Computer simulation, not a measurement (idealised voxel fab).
Process module name: voxel double patterning
This is section cut - it's 140 nm across, gridded in 5 nm square cells.
Square cells in a grid make up a cross-section in this document, and the grid is given as bands, listed from the top down, each one or more rows of cells.
In this notation a band is specified by the heights of its top and bottom, in that order and in nm, after which its materials appear from left to right, each paired with its width in nm. The word "edge to edge" attached to a single material means that material fills the band from edge to edge; the word "air" stands for empty space.
Beneath 0, the wafer as received is one material, and that level is where height counting begins. The lowest band goes on downward without a bottom; it is written like "0 and below".
Width "30->40": first value at the band's top row of cells, second value at its bottom row, equal change from row to row.
Key: "everything unchanged" - step with no changed cell in the cross-section.
The list in "Closed internal voids" covers empty spaces of 8 cells or more that cannot reach the top through any open way, and it gives each as width x height at distance; the distance is from the left edge, and width, height and distance are in nm.
Formally, on a step line, whatever follows the settings is a remark that the simulator itself makes on the step.
overlay nm: for a step with a mask, the amount by which the mask lay right of where it was planned; a negative amount means left of it.

These are the steps we planned for the process:
step 1: op RECEIVE | material Si
step 2: op CONFORMAL_DEP | material SiO2 | thk nm 5
step 3: op DIRECTIONAL_DEP | material W | thk nm 15
step 4: op DIRECTIONAL_DEP | material SiN | thk nm 5
step 5: op MASKED_ETCH | tone open | mask id FIRST | width nm 15 | pitch nm 50 | etch materials SiN | depth nm 5 | overlay nm 0
step 6: op MASKED_ETCH | tone open | mask id SECOND | width nm 15 | etch materials SiN | depth nm 5 | overlay nm 0
step 7: op DIRECTIONAL_ETCH | etch materials W | depth nm 15
step 8: op STRIP | etch materials SiN

First of two wafers - as planned:

As-received state of the wafer in cross-section, equivalent to post-step 1:
    0 and below = Si edge to edge
    Closed internal voids: none

Cross-section of the wafer subsequent to step 2:
    5 down to 0 = SiO2 edge to edge
    Lower than 0, everything is as it was.

Cross-section of the wafer subsequent to step 3:
    20 down to 5 = W edge to edge
    Lower than 5, everything is as it was.

Cross-section of the wafer subsequent to step 4:
    25 down to 20 = SiN edge to edge
    Lower than 20, everything is as it was.

Cross-section of the wafer subsequent to step 5:
    25 down to 20 = 35 of SiN  15 of air  35 of SiN  15 of air  40 of SiN
    Lower than 20, everything is as it was.

Cross-section of the wafer subsequent to step 6:
    25 down to 20 = 35 of SiN  15 of air  10 of SiN  15 of air  10 of SiN  15 of air  40 of SiN
    Lower than 20, everything is as it was.

Cross-section of the wafer subsequent to step 7:
    25 down to 20 = 35 of SiN  15 of air  10 of SiN  15 of air  10 of SiN  15 of air  40 of SiN
    20 down to 5 = 35 of W  15 of air  10 of W  15 of air  10 of W  15 of air  40 of W
    Lower than 5, everything is as it was.

Cross-section of the wafer subsequent to step 8:
    20 down to 5 = 35 of W  15 of air  10 of W  15 of air  10 of W  15 of air  40 of W
    Lower than 5, everything is as it was.

The remaining wafer, second of the two, started like the first and was run to the same plan, except that one mistake was made along the way; the two coincide through step 4, inclusive:

Look at the second wafer in cross-section at the time step 5 ought to have finished:
    25 down to 20 = 35 of air  15 of SiN  35 of air  15 of SiN  40 of air
    Lower than 20, everything is as it was.

Look at the second wafer in cross-section at the time step 6 ought to have finished: everything unchanged

Look at the second wafer in cross-section at the time step 7 ought to have finished:
    25 down to 20 = 35 of air  15 of SiN  35 of air  15 of SiN  40 of air
    20 down to 5 = 35 of air  15 of W  35 of air  15 of W  40 of air
    Lower than 5, everything is as it was.

Look at the second wafer in cross-section at the time step 8 ought to have finished:
    20 down to 5 = 35 of air  15 of W  35 of air  15 of W  40 of air
    Lower than 5, everything is as it was.
Which mistake was made when the wafer was run? step 5 off recipe, ran as op MASKED_ETCH | tone cover | mask id FIRST | width nm 15 | pitch nm 50 | etch materials SiN | depth nm 5 | overlay nm 0
It is noted that, at the conclusion of processing, the second wafer exhibits a higher or lower cell count for certain materials relative to the first: W: 39 fewer
